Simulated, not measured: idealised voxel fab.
voxel capacitor over wiring: a process module
Shown is cross-section cut, with a width of 145 nm and square cells of size 5 nm.
Throughout this document, each cross-section is represented as a grid of square cells and is presented as a sequence of bands enumerated from the top downward, where a band comprises one or more rows of cells.
Heads up on the band format: heights come first, top then bottom, in nm. After that it's the materials left to right, each with its width in nm. A single material flagged "all across" fills the whole band edge to edge, and "blank" means there's empty space there.
Basically, 0 is our baseline, since under it the wafer straight out of the box is all one material. The bottom band has no lower end and keeps on going down, so it looks like "0 and below".
Per-row width for "30..40": begins at first number (top row of band), ends at second number (bottom row), increment between rows held constant.
Basically "same as before" means that step didn't change any cell in the cross-section.
The entry titled "Fully enclosed voids" provides the empty spaces that have no open way to the top, restricted to those of 8 cells or more. Each is presented as width x height at distance, the distance being measured from the left edge, with all three in nm.
Formally, on a step line, whatever follows the settings is a remark that the simulator itself makes on the step.
"overlay nm", when on a step's line for a step with a mask, measures how far to the right of its planned place the mask lay; a negative measure means to the left.
### Steps planned for the process
1: RECEIVE [material Si]
2: CONFORMAL_DEP [material SiO2] [thk nm 10]
3: CONFORMAL_DEP [material SiN] [thk nm 5]
4: DIRECTIONAL_DEP [material SiO2] [thk nm 15]
5: PATTERN [tone open] [mask id METAL_1] [material resist] [width nm 20] [pitch nm 75] [thk nm 15] [overlay nm 0]
6: DIRECTIONAL_ETCH [etch materials SiO2] [depth nm 15]
7: DIRECTIONAL_ETCH [etch materials SiN] [depth nm 5]
8: STRIP [etch materials resist]
9: CONFORMAL_DEP [material TiN] [thk nm 5]
10: FILL_DEP [material Cu] [thk nm 5]
11: CMP [height nm 30]
12: CONFORMAL_DEP [material SiCN] [thk nm 5]
13: DIRECTIONAL_DEP [material SiO2] [thk nm 20]
14: PATTERN [tone open] [mask id PLUG_1] [material resist] [width nm 15] [thk nm 15] [overlay nm 0]
15: DIRECTIONAL_ETCH [etch materials SiO2] [depth nm 20]
16: DIRECTIONAL_ETCH [etch materials SiCN] [depth nm 5]
17: STRIP [etch materials resist]
18: CONFORMAL_DEP [material TiN] [thk nm 5]
19: FILL_DEP [material Cu] [thk nm 10]
20: CMP [height nm 55]
21: DIRECTIONAL_DEP [material TiN] [thk nm 5]
22: DIRECTIONAL_DEP [material SiN] [thk nm 5]
23: DIRECTIONAL_DEP [material TiN] [thk nm 5]
24: PATTERN [tone cover] [mask id UPPER_PLATE] [material resist] [width nm 60] [thk nm 15] [overlay nm 0]
25: DIRECTIONAL_ETCH [etch materials TiN] [depth nm 5]
26: DIRECTIONAL_ETCH [etch materials SiN] [depth nm 5]
27: STRIP [etch materials resist]
28: PATTERN [tone cover] [mask id LOWER_PLATE] [material resist] [width nm 70] [thk nm 20] [overlay nm 0]
29: DIRECTIONAL_ETCH [etch materials TiN] [depth nm 5]
30: STRIP [etch materials resist]
31: FILL_DEP [material SiO2] [thk nm 20]
32: CMP [height nm 85]
33: PATTERN [tone open] [mask id PLUG_2] [material resist] [width nm 15] [thk nm 15] [overlay nm 0]
34: DIRECTIONAL_ETCH [etch materials SiO2] [depth nm 15]
35: STRIP [etch materials resist]
36: CONFORMAL_DEP [material TiN] [thk nm 5]
37: FILL_DEP [material Ru] [thk nm 10]
38: CMP [height nm 85]
39: CONFORMAL_DEP [material SiN] [thk nm 5]
### Cross-sectional view of the wafer in its as-received condition, corresponding to the state after step 1
> 0 and below: Si all across
> Fully enclosed voids: none
### The first of the two wafers as seen in cross-section once the module was finished; processing followed the plan
> 90 down to 85: SiN all across
> 85 down to 75: SiO2=40 | TiN=5 | Ru=5 | TiN=5 | SiO2=90
> 75 down to 65: SiO2=40..30 | TiN=15..60 | SiO2=90..55
> 65 down to 60: SiO2=30 | SiN=60 | SiO2=55
> 60 down to 55: SiO2=25 | TiN=70 | SiO2=50
> 55 down to 35: SiO2=30 | TiN=5 | Cu=5 | TiN=5 | SiO2=100
> 35 down to 30: SiCN=30 | TiN=15 | SiCN=100
> 30 down to 15: SiO2=25 | TiN=5 | Cu=10 | TiN=5 | SiO2=55 | TiN=5 | Cu=10 | TiN=5 | SiO2=25
> 15 down to 10: SiN=25 | TiN=20 | SiN=55 | TiN=20 | SiN=25
> 10 down to 0: SiO2 all across
> 0 and below: Si all across
> Fully enclosed voids: none
### Wafer two cross-section, module end. Start and plan unchanged from wafer one; one mistake made during the run
> 90 down to 85: SiN all across
> 85 down to 75: SiO2=40 | TiN=5 | SiCN=5 | TiN=5 | SiO2=90
> 75 down to 65: SiO2=40..30 | TiN=15..60 | SiO2=90..55
> 65 down to 60: SiO2=30 | SiN=60 | SiO2=55
> 60 down to 55: SiO2=25 | TiN=70 | SiO2=50
> 55 down to 35: SiO2=30 | TiN=5 | Cu=5 | TiN=5 | SiO2=100
> 35 down to 30: SiCN=30 | TiN=15 | SiCN=100
> 30 down to 15: SiO2=25 | TiN=5 | Cu=10 | TiN=5 | SiO2=55 | TiN=5 | Cu=10 | TiN=5 | SiO2=25
> 15 down to 10: SiN=25 | TiN=20 | SiN=55 | TiN=20 | SiN=25
> 10 down to 0: SiO2 all across
> 0 and below: Si all across
> Fully enclosed voids: none
What was done differently from what was planned? step 37 was run on a setting that differed from the plan, and what really ran there is FILL_DEP [material SiCN] [thk nm 10]
Final cells, second wafer relative to first, materials higher or lower: Ru -2, SiCN +2
